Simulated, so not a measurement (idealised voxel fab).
The name of this process module is voxel self aligned contacts.
Cross-section cut spans 300 nm and uses square cells 5 nm in size.
Cross-section, as written here: a square-cell grid given band by band from the top down, where a band holds one or more rows of cells.
Band entry format. Leading values: height of top, height of bottom, nm. Remainder: materials in left-to-right order, each with its width in nm. Special words: "edge to edge" on a single material, which then fills the band edge to edge; "air", empty space.
Note: height 0 marks the level under which the wafer is uniformly one material as received. Lowest band unbounded below, written "0 and below".
With a width like "30..40", each row of cells in the band differs from the next by the same amount, the top row carrying the first number and the bottom row the second.
You'll sometimes find "no alteration" written for a step, and that's the way of saying that nowhere in the cross-section did a cell change during that step.
Enclosed voids (no open way to top), threshold 8 cells or more, entry "Catalogued sealed voids", notation width x height at distance, distance from left edge, nm.
Heads up: the bit after the settings on a step's line is the simulator's remark on that step.
overlay nm: on a step with a mask, how far right of its planned place the mask lay; negative means left.

Process steps (planned)
1) RECEIVE: material Si
2) OXIDIZE: depth nm 5
3) DIRECTIONAL_DEP: material polySi, thk nm 30
4) DIRECTIONAL_DEP: material SiN, thk nm 20
5) PATTERN: tone cover, mask id GATE, material resist, width nm 25, pitch nm 60, thk nm 20, overlay nm 0
6) DIRECTIONAL_ETCH: etch materials SiN, depth nm 20
7) DIRECTIONAL_ETCH: etch materials polySi, depth nm 30
8) STRIP: etch materials resist
9) CONFORMAL_DEP: material SiN, thk nm 10
10) DIRECTIONAL_ETCH: etch materials SiN, depth nm 10
11) FILL_DEP: material SiO2, thk nm 15
12) CMP: height nm 55
13) DIRECTIONAL_DEP: material aC, thk nm 5
14) PATTERN: tone open, mask id CONTACT, material resist, width nm 45, pitch nm 60, thk nm 30, overlay nm 0
15) DIRECTIONAL_ETCH: etch materials aC, depth nm 15
16) STRIP: etch materials resist
17) DIRECTIONAL_ETCH: etch materials SiO2, depth nm 60
18) STRIP: etch materials aC
19) CONFORMAL_DEP: material TiN, thk nm 5
20) FILL_DEP: material W, thk nm 5
21) CMP: height nm 55
22) CONFORMAL_DEP: material SiCN, thk nm 5
Every wafer here starts from the same state; it is the step 13 thk nm that distinguishes them, and the value the plan gives belongs to the first wafer.

Cross-section of the first of several received wafers, showing its state after step 1
- 0 and below  Si edge to edge
- Catalogued sealed voids: none

First of several wafers in cross-section at module end, following the final step, step 22
- 60 down to 55  SiCN edge to edge
- 55 down to 50  SiO2 95, TiN 20, W 5, TiN 20, SiO2 15, TiN 20, W 5, TiN 20, SiO2 100
- 50 down to 30  SiO2 65, SiN 45, TiN 5, W 5, TiN 5, SiN 45, TiN 5, W 5, TiN 5, SiN 45, SiO2 70
- 30 down to 0  SiO2 65, SiN 10, polySi 25, SiN 10, TiN 5, W 5, TiN 5, SiN 10, polySi 25, SiN 10, TiN 5, W 5, TiN 5, SiN 10, polySi 25, SiN 10, SiO2 70
- 0 down to -5  SiO2 110, TiN 15, SiO2 45, TiN 15, SiO2 115
- -5 and below  Si edge to edge
- Catalogued sealed voids: none

Here we cross-sectioned the last of the wafers once the module was done
- 60 down to 55  SiCN edge to edge
- 55 down to 50  SiO2 edge to edge
- 50 down to 30  SiO2 65, SiN 45, SiO2 15, SiN 45, SiO2 15, SiN 45, SiO2 70
- 30 down to 0  SiO2 65, SiN 10, polySi 25, SiN 10, SiO2 15, SiN 10, polySi 25, SiN 10, SiO2 15, SiN 10, polySi 25, SiN 10, SiO2 70
- 0 down to -5  SiO2 edge to edge
- -5 and below  Si edge to edge
- Catalogued sealed voids: none

Tabulated below, wafer by wafer, are the end-of-module results: for each material, the number of cells gained (+) or lost (-) relative to the as-received state, followed by the closed voids
thk nm 5, -60 Si, +60 SiCN, +180 SiN, +366 SiO2, +62 TiN, +22 W, +90 polySi, Catalogued sealed voids: none
thk nm 10, -60 Si, +60 SiCN, +180 SiN, +366 SiO2, +62 TiN, +22 W, +90 polySi, Catalogued sealed voids: none
thk nm 15, -60 Si, +60 SiCN, +180 SiN, +366 SiO2, +62 TiN, +22 W, +90 polySi, Catalogued sealed voids: none
thk nm 20, -60 Si, +60 SiCN, +180 SiN, +450 SiO2, +90 polySi, Catalogued sealed voids: none
thk nm 25, -60 Si, +60 SiCN, +180 SiN, +450 SiO2, +90 polySi, Catalogued sealed voids: none
thk nm 30, -60 Si, +60 SiCN, +180 SiN, +450 SiO2, +90 polySi, Catalogued sealed voids: none
